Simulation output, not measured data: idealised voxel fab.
process module | voxel tone inversion
cross-section cut | 210 nm wide | cells 5 nm
A cross-section is a grid of square cells, given in bands from the top down. A band is one or more rows of cells.
Each band's line starts with the height of the band's top and of its bottom, in nm. Then come its materials from left to right, each with its width in nm. One material with "throughout" fills the band from edge to edge. "air" is empty space.
Height 0 is the level under which the wafer as received is all one material. The lowest band goes on downwards, as in "0 down".
A width such as "30 to 40" changes by the same amount from each row of cells to the next, from the band's top row to its bottom row.
"no change" after a step means that no cell of the cross-section changed.
closed voids: empty space of 8 cells or more with no open way to the top, each as width x height at its distance from the left edge, in nm
after a step's settings: what the simulator itself notes on the step
overlay nm, on a step with a mask: how far to the right of its planned place the mask lay; to the left if negative
plan
1 op RECEIVE | material Si
2 op CONFORMAL_DEP | material SiCN | thk nm 5
3 op DIRECTIONAL_DEP | material polySi | thk nm 25
4 op PATTERN | tone cover | mask id POSTS | material resist | width nm 20 | pitch nm 35 | thk nm 35 | overlay nm 0
5 op DIRECTIONAL_ETCH | etch materials polySi | depth nm 25
6 op STRIP | etch materials resist
7 op FILL_DEP | material lowk | thk nm 5
8 op CMP | height nm 30
9 op STRIP | etch materials polySi
first wafer, as planned
as received, after step 1
  0 down: Si throughout
  closed voids: none
after step 2
  5 to 0: SiCN throughout
  below 0: unchanged
after step 3
  30 to 5: polySi throughout
  below 5: unchanged
after step 4
  65 to 30: air 75 | resist 20 | air 15 | resist 20 | air 80
  below 30: unchanged
after step 5
  65 to 30: air 75 | resist 20 | air 15 | resist 20 | air 80
  30 to 5: air 75 | polySi 20 | air 15 | polySi 20 | air 80
  below 5: unchanged
after step 6
  30 to 5: air 75 | polySi 20 | air 15 | polySi 20 | air 80
  below 5: unchanged
after step 7
  35 to 30: lowk throughout
  30 to 5: lowk 75 | polySi 20 | lowk 15 | polySi 20 | lowk 80
  below 5: unchanged
after step 8
  30 to 5: lowk 75 | polySi 20 | lowk 15 | polySi 20 | lowk 80
  below 5: unchanged
after step 9
  30 to 5: lowk 75 | air 20 | lowk 15 | air 20 | lowk 80
  below 5: unchanged
second wafer: like start, like plan, one mistake. Through step 1 it matches the first wafer
when step 2 should have ended
  25 to 0: polySi throughout
  below 0: unchanged
when step 3 should have ended
  30 to 25: SiCN throughout
  below 25: unchanged
when step 4 should have ended
  65 to 30: air 75 | resist 20 | air 15 | resist 20 | air 80
  below 30: unchanged
when step 5 should have ended: no change
when step 6 should have ended
  30 to 25: SiCN throughout
  below 25: unchanged
when step 7 should have ended
  35 to 30: lowk throughout
  below 30: unchanged
when step 8 should have ended
  30 to 25: SiCN throughout
  below 25: unchanged
when step 9 should have ended: no change
what went wrong: steps 2 and 3 were swapped
at the end the second wafer has, in cells: 170 fewer of lowk | 210 more of polySi
